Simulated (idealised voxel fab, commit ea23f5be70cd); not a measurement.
Process module heading - voxel capacitor over wiring
Section shown: cut. Width: 155 nm. Cell size: 5 nm, square.
Just so we're on the same page, the cross-sections are grids of square cells, and they're listed out in bands top to bottom, each band one or more rows deep. For a band, the entry starts with two heights in nm, that of the top and then that of the bottom, and carries on with the band's materials in order from left to right, each alongside its width in nm; the word "throughout" beside a single material means it fills the band edge to edge, and "empty" means empty space. For the purposes of this specification, 0 denotes the height below which the wafer in its as-received condition is composed wholly of one material, and the lowermost band, lacking a lower limit, extends downward without end, as expressed in "0 nm and below". A width such as "30 to 40" changes by the same amount from each row of cells to the next, from the band's top row to its bottom row. No cell of the cross-section changed in a step that is given as "nothing changed". "Sealed void listing": sealed empty spaces, 8 cells or more, no open way to top, listed width x height at distance, with distance from the left edge and width, height and distance in nm. Step line, after settings: the simulator's comment on this step. overlay nm: for a step with a mask, the amount by which the mask lay right of where it was planned; a negative amount means left of it.

Here's what the planned process steps look like
- 1: RECEIVE, material Si
- 2: CONFORMAL_DEP, material SiO2, thk nm 15
- 3: DIRECTIONAL_DEP, material TiN, thk nm 5
- 4: DIRECTIONAL_DEP, material Ru, thk nm 15
- 5: DIRECTIONAL_DEP, material aC, thk nm 15
- 6: PATTERN, tone cover, mask id METAL_1, material resist, width nm 25, pitch nm 95, thk nm 35, overlay nm 0
- 7: DIRECTIONAL_ETCH, etch materials aC, depth nm 15
- 8: STRIP, etch materials resist
- 9: DIRECTIONAL_ETCH, etch materials Ru, depth nm 15
- 10: DIRECTIONAL_ETCH, etch materials TiN, depth nm 5
- 11: STRIP, etch materials aC
- 12: CONFORMAL_DEP, material SiCN, thk nm 5
- 13: FILL_DEP, material lowk, thk nm 10
- 14: CMP, height nm 35
- 15: CONFORMAL_DEP, material SiCN, thk nm 5
- 16: DIRECTIONAL_DEP, material SiO2, thk nm 20
- 17: DIRECTIONAL_DEP, material aC, thk nm 10
- 18: PATTERN, tone open, mask id PLUG_1, material resist, width nm 15, thk nm 25, overlay nm 0
- 19: DIRECTIONAL_ETCH, etch materials aC, depth nm 10
- 20: STRIP, etch materials resist
- 21: DIRECTIONAL_ETCH, etch materials SiO2, depth nm 20
- 22: DIRECTIONAL_ETCH, etch materials SiCN, depth nm 5
- 23: STRIP, etch materials aC
- 24: EPI, material Ru, thk nm 10
- 25: EPI, material Ru, thk nm 10
- 26: EPI, material Ru, thk nm 5
- 27: DIRECTIONAL_DEP, material TiN, thk nm 10
- 28: DIRECTIONAL_DEP, material Al2O3, thk nm 5
- 29: DIRECTIONAL_DEP, material TiN, thk nm 10
- 30: PATTERN, tone cover, mask id UPPER_PLATE, material resist, width nm 75, thk nm 15, overlay nm 0
- 31: DIRECTIONAL_ETCH, etch materials TiN, depth nm 10
- 32: DIRECTIONAL_ETCH, etch materials Al2O3, depth nm 5
- 33: STRIP, etch materials resist
- 34: DIRECTIONAL_DEP, material aC, thk nm 10
- 35: PATTERN, tone cover, mask id LOWER_PLATE, material resist, width nm 85, thk nm 30, overlay nm 0
- 36: DIRECTIONAL_ETCH, etch materials aC, depth nm 10
- 37: STRIP, etch materials resist
- 38: DIRECTIONAL_ETCH, etch materials TiN, depth nm 10
- 39: STRIP, etch materials aC
- 40: FILL_DEP, material SiO2, thk nm 15
- 41: CMP, height nm 95
- 42: MASKED_ETCH, tone open, mask id PLUG_2, width nm 15, etch materials SiO2, depth nm 10, overlay nm 0
- 43: CONFORMAL_DEP, material TiN, thk nm 5
- 44: FILL_DEP, material W, thk nm 5
- 45: CMP, height nm 95
- 46: CONFORMAL_DEP, material SiCN, thk nm 5

The following pertains to the first of two wafers, which was processed as planned

Cross-section, incoming material, after step 1
- 0 nm and below  Si throughout
- Sealed void listing: none

After step 2, in cross-section
- 15 nm to 0 nm  SiO2 throughout
- below 0: unchanged

After step 3, in cross-section
- 20 nm to 15 nm  TiN throughout
- below 15: unchanged

After step 4, in cross-section
- 35 nm to 20 nm  Ru throughout
- below 20: unchanged

After step 5, in cross-section
- 50 nm to 35 nm  aC throughout
- below 35: unchanged

After step 6, in cross-section
- 85 nm to 50 nm  empty (15) / resist (25) / empty (70) / resist (25) / empty (20)
- below 50: unchanged

After step 7, in cross-section
- 70 nm to 50 nm  empty (15) / resist (25) / empty (70) / resist (25) / empty (20)
- 50 nm to 35 nm  empty (15) / aC (25) / empty (70) / aC (25) / empty (20)
- below 35: unchanged

After step 8, in cross-section
- 50 nm to 35 nm  empty (15) / aC (25) / empty (70) / aC (25) / empty (20)
- below 35: unchanged

After step 9, in cross-section
- 50 nm to 35 nm  empty (15) / aC (25) / empty (70) / aC (25) / empty (20)
- 35 nm to 20 nm  empty (15) / Ru (25) / empty (70) / Ru (25) / empty (20)
- below 20: unchanged

After step 10, in cross-section
- 50 nm to 35 nm  empty (15) / aC (25) / empty (70) / aC (25) / empty (20)
- 35 nm to 20 nm  empty (15) / Ru (25) / empty (70) / Ru (25) / empty (20)
- 20 nm to 15 nm  empty (15) / TiN (25) / empty (70) / TiN (25) / empty (20)
- below 15: unchanged

After step 11, in cross-section
- 35 nm to 20 nm  empty (15) / Ru (25) / empty (70) / Ru (25) / empty (20)
- below 20: unchanged

After step 12, in cross-section
- 40 nm to 35 nm  empty (10) / SiCN (35) / empty (60) / SiCN (35) / empty (15)
- 35 nm to 20 nm  empty (10) / SiCN (5) / Ru (25) / SiCN (5) / empty (60) / SiCN (5) / Ru (25) / SiCN (5) / empty (15)
- 20 nm to 15 nm  SiCN (15) / TiN (25) / SiCN (70) / TiN (25) / SiCN (20)
- below 15: unchanged

After step 13, in cross-section
- 50 nm to 40 nm  lowk throughout
- 40 nm to 35 nm  lowk (10) / SiCN (35) / lowk (60) / SiCN (35) / lowk (15)
- 35 nm to 20 nm  lowk (10) / SiCN (5) / Ru (25) / SiCN (5) / lowk (60) / SiCN (5) / Ru (25) / SiCN (5) / lowk (15)
- below 20: unchanged

After step 14, in cross-section
- 35 nm to 20 nm  lowk (10) / SiCN (5) / Ru (25) / SiCN (5) / lowk (60) / SiCN (5) / Ru (25) / SiCN (5) / lowk (15)
- below 20: unchanged

After step 15, in cross-section
- 40 nm to 35 nm  SiCN throughout
- below 35: unchanged

After step 16, in cross-section
- 60 nm to 40 nm  SiO2 throughout
- below 40: unchanged

After step 17, in cross-section
- 70 nm to 60 nm  aC throughout
- below 60: unchanged

After step 18, in cross-section
- 95 nm to 70 nm  resist (25) / empty (15) / resist (115)
- below 70: unchanged

After step 19, in cross-section
- 85 nm to 70 nm  resist (25) / empty (15) / resist (115)
- 70 nm to 60 nm  aC (25) / empty (15) / aC (115)
- below 60: unchanged

After step 20, in cross-section
- 70 nm to 60 nm  aC (25) / empty (15) / aC (115)
- below 60: unchanged

After step 21, in cross-section
- 70 nm to 60 nm  aC (25) / empty (15) / aC (115)
- 60 nm to 40 nm  SiO2 (25) / empty (15) / SiO2 (115)
- below 40: unchanged

After step 22, in cross-section
- 70 nm to 60 nm  aC (25) / empty (15) / aC (115)
- 60 nm to 40 nm  SiO2 (25) / empty (15) / SiO2 (115)
- 40 nm to 35 nm  SiCN (25) / empty (15) / SiCN (115)
- below 35: unchanged

After step 23, in cross-section
- 60 nm to 40 nm  SiO2 (25) / empty (15) / SiO2 (115)
- below 40: unchanged

After step 24, in cross-section
- 60 nm to 45 nm  SiO2 (25) / empty (15) / SiO2 (115)
- 45 nm to 40 nm  SiO2 (25) / Ru (15) / SiO2 (115)
- 40 nm to 35 nm  SiCN (25) / Ru (15) / SiCN (115)
- below 35: unchanged

After step 25, in cross-section
- 60 nm to 55 nm  SiO2 (25) / empty (15) / SiO2 (115)
- 55 nm to 40 nm  SiO2 (25) / Ru (15) / SiO2 (115)
- below 40: unchanged

After step 26, in cross-section
- 60 nm to 40 nm  SiO2 (25) / Ru (15) / SiO2 (115)
- below 40: unchanged

After step 27, in cross-section
- 70 nm to 60 nm  TiN throughout
- below 60: unchanged

After step 28, in cross-section
- 75 nm to 70 nm  Al2O3 throughout
- below 70: unchanged

After step 29, in cross-section
- 85 nm to 75 nm  TiN throughout
- below 75: unchanged

After step 30, in cross-section
- 100 nm to 85 nm  empty (25) / resist (75) / empty (55)
- below 85: unchanged

After step 31, in cross-section
- 100 nm to 85 nm  empty (25) / resist (75) / empty (55)
- 85 nm to 75 nm  empty (25) / TiN (75) / empty (55)
- below 75: unchanged

After step 32, in cross-section
- 100 nm to 85 nm  empty (25) / resist (75) / empty (55)
- 85 nm to 75 nm  empty (25) / TiN (75) / empty (55)
- 75 nm to 70 nm  empty (25) / Al2O3 (75) / empty (55)
- below 70: unchanged

After step 33, in cross-section
- 85 nm to 75 nm  empty (25) / TiN (75) / empty (55)
- below 75: unchanged

After step 34, in cross-section
- 95 nm to 85 nm  empty (25) / aC (75) / empty (55)
- 85 nm to 80 nm  empty (25) / TiN (75) / empty (55)
- 80 nm to 75 nm  aC (25) / TiN (75) / aC (55)
- 75 nm to 70 nm  aC (25) / Al2O3 (75) / aC (55)
- below 70: unchanged

After step 35, in cross-section
- 125 nm to 95 nm  empty (20) / resist (85) / empty (50)
- 95 nm to 85 nm  empty (20) / resist (5) / aC (75) / resist (5) / empty (50)
- 85 nm to 80 nm  empty (20) / resist (5) / TiN (75) / resist (5) / empty (50)
- below 80: unchanged

After step 36, in cross-section
- 115 nm to 95 nm  empty (20) / resist (85) / empty (50)
- 95 nm to 85 nm  empty (20) / resist (5) / aC (75) / resist (5) / empty (50)
- 85 nm to 80 nm  empty (20) / resist (5) / TiN (75) / resist (5) / empty (50)
- 80 nm to 75 nm  empty (20) / aC (5) / TiN (75) / aC (5) / empty (50)
- 75 nm to 70 nm  empty (20) / aC (5) / Al2O3 (75) / aC (5) / empty (50)
- below 70: unchanged

After step 37, in cross-section
- 95 nm to 85 nm  empty (25) / aC (75) / empty (55)
- 85 nm to 80 nm  empty (25) / TiN (75) / empty (55)
- below 80: unchanged

After step 38, in cross-section
- 95 nm to 85 nm  empty (25) / aC (75) / empty (55)
- 85 nm to 80 nm  empty (25) / TiN (75) / empty (55)
- 80 nm to 75 nm  empty (20) / aC (5) / TiN (75) / aC (5) / empty (50)
- 75 nm to 70 nm  empty (20) / aC (5) / Al2O3 (75) / aC (5) / empty (50)
- 70 nm to 60 nm  empty (20) / TiN (85) / empty (50)
- below 60: unchanged

After step 39, in cross-section
- 85 nm to 75 nm  empty (25) / TiN (75) / empty (55)
- 75 nm to 70 nm  empty (25) / Al2O3 (75) / empty (55)
- below 70: unchanged

After step 40, in cross-section
- 100 nm to 85 nm  SiO2 throughout
- 85 nm to 75 nm  SiO2 (25) / TiN (75) / SiO2 (55)
- 75 nm to 70 nm  SiO2 (25) / Al2O3 (75) / SiO2 (55)
- 70 nm to 60 nm  SiO2 (20) / TiN (85) / SiO2 (50)
- below 60: unchanged

After step 41, in cross-section
- 95 nm to 85 nm  SiO2 throughout
- below 85: unchanged

After step 42, in cross-section
- 95 nm to 85 nm  SiO2 (35) / empty (15) / SiO2 (105)
- below 85: unchanged

After step 43, in cross-section
- 100 nm to 95 nm  TiN (40) / empty (5) / TiN (110)
- 95 nm to 90 nm  SiO2 (35) / TiN (5) / empty (5) / TiN (5) / SiO2 (105)
- 90 nm to 85 nm  SiO2 (35) / TiN (15) / SiO2 (105)
- below 85: unchanged

After step 44, in cross-section
- 105 nm to 100 nm  W throughout
- 100 nm to 95 nm  TiN (40) / W (5) / TiN (110)
- 95 nm to 90 nm  SiO2 (35) / TiN (5) / W (5) / TiN (5) / SiO2 (105)
- below 90: unchanged

After step 45, in cross-section
- 95 nm to 90 nm  SiO2 (35) / TiN (5) / W (5) / TiN (5) / SiO2 (105)
- below 90: unchanged

After step 46, in cross-section
- 100 nm to 95 nm  SiCN throughout
- below 95: unchanged

Second Wafer (Identical Start and Plan, One Processing Error; Matches First Wafer Through Step 5)

Second wafer shown in cross-section at the time step 6 was slated to end
- 85 nm to 50 nm  resist (15) / empty (25) / resist (70) / empty (25) / resist (20)
- below 50: unchanged

Second wafer shown in cross-section at the time step 7 was slated to end
- 70 nm to 50 nm  resist (15) / empty (25) / resist (70) / empty (25) / resist (20)
- 50 nm to 35 nm  aC (15) / empty (25) / aC (70) / empty (25) / aC (20)
- below 35: unchanged

Second wafer shown in cross-section at the time step 8 was slated to end
- 50 nm to 35 nm  aC (15) / empty (25) / aC (70) / empty (25) / aC (20)
- below 35: unchanged

Second wafer shown in cross-section at the time step 9 was slated to end
- 50 nm to 35 nm  aC (15) / empty (25) / aC (70) / empty (25) / aC (20)
- 35 nm to 20 nm  Ru (15) / empty (25) / Ru (70) / empty (25) / Ru (20)
- below 20: unchanged

Second wafer shown in cross-section at the time step 10 was slated to end
- 50 nm to 35 nm  aC (15) / empty (25) / aC (70) / empty (25) / aC (20)
- 35 nm to 20 nm  Ru (15) / empty (25) / Ru (70) / empty (25) / Ru (20)
- 20 nm to 15 nm  TiN (15) / empty (25) / TiN (70) / empty (25) / TiN (20)
- below 15: unchanged

Second wafer shown in cross-section at the time step 11 was slated to end
- 35 nm to 20 nm  Ru (15) / empty (25) / Ru (70) / empty (25) / Ru (20)
- below 20: unchanged

Second wafer shown in cross-section at the time step 12 was slated to end
- 40 nm to 35 nm  SiCN (20) / empty (15) / SiCN (80) / empty (15) / SiCN (25)
- 35 nm to 20 nm  Ru (15) / SiCN (5) / empty (15) / SiCN (5) / Ru (70) / SiCN (5) / empty (15) / SiCN (5) / Ru (20)
- 20 nm to 15 nm  TiN (15) / SiCN (25) / TiN (70) / SiCN (25) / TiN (20)
- below 15: unchanged

Second wafer shown in cross-section at the time step 13 was slated to end
- 50 nm to 40 nm  lowk throughout
- 40 nm to 35 nm  SiCN (20) / lowk (15) / SiCN (80) / lowk (15) / SiCN (25)
- 35 nm to 20 nm  Ru (15) / SiCN (5) / lowk (15) / SiCN (5) / Ru (70) / SiCN (5) / lowk (15) / SiCN (5) / Ru (20)
- below 20: unchanged

Second wafer shown in cross-section at the time step 14 was slated to end
- 35 nm to 20 nm  Ru (15) / SiCN (5) / lowk (15) / SiCN (5) / Ru (70) / SiCN (5) / lowk (15) / SiCN (5) / Ru (20)
- below 20: unchanged

Second wafer shown in cross-section at the time step 15 was slated to end
- 40 nm to 35 nm  SiCN throughout
- below 35: unchanged

Second wafer shown in cross-section at the time step 16 was slated to end
- 60 nm to 40 nm  SiO2 throughout
- below 40: unchanged

Second wafer shown in cross-section at the time step 17 was slated to end
- 70 nm to 60 nm  aC throughout
- below 60: unchanged

Second wafer shown in cross-section at the time step 18 was slated to end
- 95 nm to 70 nm  resist (25) / empty (15) / resist (115)
- below 70: unchanged

Second wafer shown in cross-section at the time step 19 was slated to end
- 85 nm to 70 nm  resist (25) / empty (15) / resist (115)
- 70 nm to 60 nm  aC (25) / empty (15) / aC (115)
- below 60: unchanged

Second wafer shown in cross-section at the time step 20 was slated to end
- 70 nm to 60 nm  aC (25) / empty (15) / aC (115)
- below 60: unchanged

Second wafer shown in cross-section at the time step 21 was slated to end
- 70 nm to 60 nm  aC (25) / empty (15) / aC (115)
- 60 nm to 40 nm  SiO2 (25) / empty (15) / SiO2 (115)
- below 40: unchanged

Second wafer shown in cross-section at the time step 22 was slated to end
- 70 nm to 60 nm  aC (25) / empty (15) / aC (115)
- 60 nm to 40 nm  SiO2 (25) / empty (15) / SiO2 (115)
- 40 nm to 35 nm  SiCN (25) / empty (15) / SiCN (115)
- below 35: unchanged

Second wafer shown in cross-section at the time step 23 was slated to end
- 60 nm to 40 nm  SiO2 (25) / empty (15) / SiO2 (115)
- below 40: unchanged

Second wafer shown in cross-section at the time step 24 was slated to end: nothing changed

Second wafer shown in cross-section at the time step 25 was slated to end: nothing changed

Second wafer shown in cross-section at the time step 26 was slated to end: nothing changed

Second wafer shown in cross-section at the time step 27 was slated to end
- 70 nm to 60 nm  TiN (25) / empty (15) / TiN (115)
- 60 nm to 45 nm  SiO2 (25) / empty (15) / SiO2 (115)
- 45 nm to 40 nm  SiO2 (25) / TiN (15) / SiO2 (115)
- 40 nm to 35 nm  SiCN (25) / TiN (15) / SiCN (115)
- below 35: unchanged

Second wafer shown in cross-section at the time step 28 was slated to end
- 75 nm to 70 nm  Al2O3 (25) / empty (15) / Al2O3 (115)
- 70 nm to 60 nm  TiN (25) / empty (15) / TiN (115)
- 60 nm to 50 nm  SiO2 (25) / empty (15) / SiO2 (115)
- 50 nm to 45 nm  SiO2 (25) / Al2O3 (15) / SiO2 (115)
- below 45: unchanged

Second wafer shown in cross-section at the time step 29 was slated to end
- 85 nm to 75 nm  TiN (25) / empty (15) / TiN (115)
- 75 nm to 70 nm  Al2O3 (25) / empty (15) / Al2O3 (115)
- 70 nm to 60 nm  TiN (25) / empty (15) / TiN (115)
- 60 nm to 50 nm  SiO2 (25) / TiN (15) / SiO2 (115)
- below 50: unchanged

Second wafer shown in cross-section at the time step 30 was slated to end
- 100 nm to 85 nm  empty (25) / resist (75) / empty (55)
- 85 nm to 75 nm  TiN (25) / resist (15) / TiN (115)
- 75 nm to 70 nm  Al2O3 (25) / resist (15) / Al2O3 (115)
- 70 nm to 60 nm  TiN (25) / resist (15) / TiN (115)
- below 60: unchanged

Second wafer shown in cross-section at the time step 31 was slated to end
- 100 nm to 85 nm  empty (25) / resist (75) / empty (55)
- 85 nm to 75 nm  empty (25) / resist (15) / TiN (60) / empty (55)
- below 75: unchanged

Second wafer shown in cross-section at the time step 32 was slated to end
- 100 nm to 85 nm  empty (25) / resist (75) / empty (55)
- 85 nm to 75 nm  empty (25) / resist (15) / TiN (60) / empty (55)
- 75 nm to 70 nm  empty (25) / resist (15) / Al2O3 (60) / empty (55)
- below 70: unchanged

Second wafer shown in cross-section at the time step 33 was slated to end
- 85 nm to 75 nm  empty (40) / TiN (60) / empty (55)
- 75 nm to 70 nm  empty (40) / Al2O3 (60) / empty (55)
- 70 nm to 60 nm  TiN (25) / empty (15) / TiN (115)
- below 60: unchanged

Second wafer shown in cross-section at the time step 34 was slated to end
- 95 nm to 85 nm  empty (40) / aC (60) / empty (55)
- 85 nm to 80 nm  empty (40) / TiN (60) / empty (55)
- 80 nm to 75 nm  aC (25) / empty (15) / TiN (60) / aC (55)
- 75 nm to 70 nm  aC (25) / empty (15) / Al2O3 (60) / aC (55)
- 70 nm to 60 nm  TiN (25) / aC (15) / TiN (115)
- below 60: unchanged

Second wafer shown in cross-section at the time step 35 was slated to end
- 125 nm to 95 nm  empty (20) / resist (85) / empty (50)
- 95 nm to 85 nm  empty (20) / resist (20) / aC (60) / resist (5) / empty (50)
- 85 nm to 80 nm  empty (20) / resist (20) / TiN (60) / resist (5) / empty (50)
- 80 nm to 75 nm  aC (25) / resist (15) / TiN (60) / aC (55)
- 75 nm to 70 nm  aC (25) / resist (15) / Al2O3 (60) / aC (55)
- below 70: unchanged

Second wafer shown in cross-section at the time step 36 was slated to end
- 115 nm to 95 nm  empty (20) / resist (85) / empty (50)
- 95 nm to 85 nm  empty (20) / resist (20) / aC (60) / resist (5) / empty (50)
- 85 nm to 80 nm  empty (20) / resist (20) / TiN (60) / resist (5) / empty (50)
- 80 nm to 75 nm  empty (20) / aC (5) / resist (15) / TiN (60) / aC (5) / empty (50)
- 75 nm to 70 nm  empty (20) / aC (5) / resist (15) / Al2O3 (60) / aC (5) / empty (50)
- below 70: unchanged

Second wafer shown in cross-section at the time step 37 was slated to end
- 95 nm to 85 nm  empty (40) / aC (60) / empty (55)
- 85 nm to 80 nm  empty (40) / TiN (60) / empty (55)
- 80 nm to 75 nm  empty (20) / aC (5) / empty (15) / TiN (60) / aC (5) / empty (50)
- 75 nm to 70 nm  empty (20) / aC (5) / empty (15) / Al2O3 (60) / aC (5) / empty (50)
- below 70: unchanged

Second wafer shown in cross-section at the time step 38 was slated to end
- 95 nm to 85 nm  empty (40) / aC (60) / empty (55)
- 85 nm to 80 nm  empty (40) / TiN (60) / empty (55)
- 80 nm to 75 nm  empty (20) / aC (5) / empty (15) / TiN (60) / aC (5) / empty (50)
- 75 nm to 70 nm  empty (20) / aC (5) / empty (15) / Al2O3 (60) / aC (5) / empty (50)
- 70 nm to 60 nm  empty (20) / TiN (5) / aC (15) / TiN (65) / empty (50)
- below 60: unchanged

Second wafer shown in cross-section at the time step 39 was slated to end
- 85 nm to 75 nm  empty (40) / TiN (60) / empty (55)
- 75 nm to 70 nm  empty (40) / Al2O3 (60) / empty (55)
- 70 nm to 60 nm  empty (20) / TiN (5) / empty (15) / TiN (65) / empty (50)
- below 60: unchanged

Second wafer shown in cross-section at the time step 40 was slated to end
- 100 nm to 85 nm  SiO2 throughout
- 85 nm to 75 nm  SiO2 (40) / TiN (60) / SiO2 (55)
- 75 nm to 70 nm  SiO2 (40) / Al2O3 (60) / SiO2 (55)
- 70 nm to 60 nm  SiO2 (20) / TiN (5) / SiO2 (15) / TiN (65) / SiO2 (50)
- below 60: unchanged

Second wafer shown in cross-section at the time step 41 was slated to end
- 95 nm to 85 nm  SiO2 throughout
- below 85: unchanged

Second wafer shown in cross-section at the time step 42 was slated to end
- 95 nm to 85 nm  SiO2 (35) / empty (15) / SiO2 (105)
- below 85: unchanged

Second wafer shown in cross-section at the time step 43 was slated to end
- 100 nm to 95 nm  TiN (40) / empty (5) / TiN (110)
- 95 nm to 90 nm  SiO2 (35) / TiN (5) / empty (5) / TiN (5) / SiO2 (105)
- 90 nm to 85 nm  SiO2 (35) / TiN (15) / SiO2 (105)
- below 85: unchanged

Second wafer shown in cross-section at the time step 44 was slated to end
- 105 nm to 100 nm  W throughout
- 100 nm to 95 nm  TiN (40) / W (5) / TiN (110)
- 95 nm to 90 nm  SiO2 (35) / TiN (5) / W (5) / TiN (5) / SiO2 (105)
- below 90: unchanged

Second wafer shown in cross-section at the time step 45 was slated to end
- 95 nm to 90 nm  SiO2 (35) / TiN (5) / W (5) / TiN (5) / SiO2 (105)
- below 90: unchanged

Second wafer shown in cross-section at the time step 46 was slated to end
- 100 nm to 95 nm  SiCN throughout
- below 95: unchanged
Deviation from plan: step 6 did not use the planned setting and instead ran as PATTERN, tone open, mask id METAL_1, material resist, width nm 25, pitch nm 95, thk nm 35, overlay nm 0
Final wafer comparison in cells, second versus first, more or fewer per material: +18 Ru, -11 SiCN, +15 SiO2, +11 TiN, -33 lowk
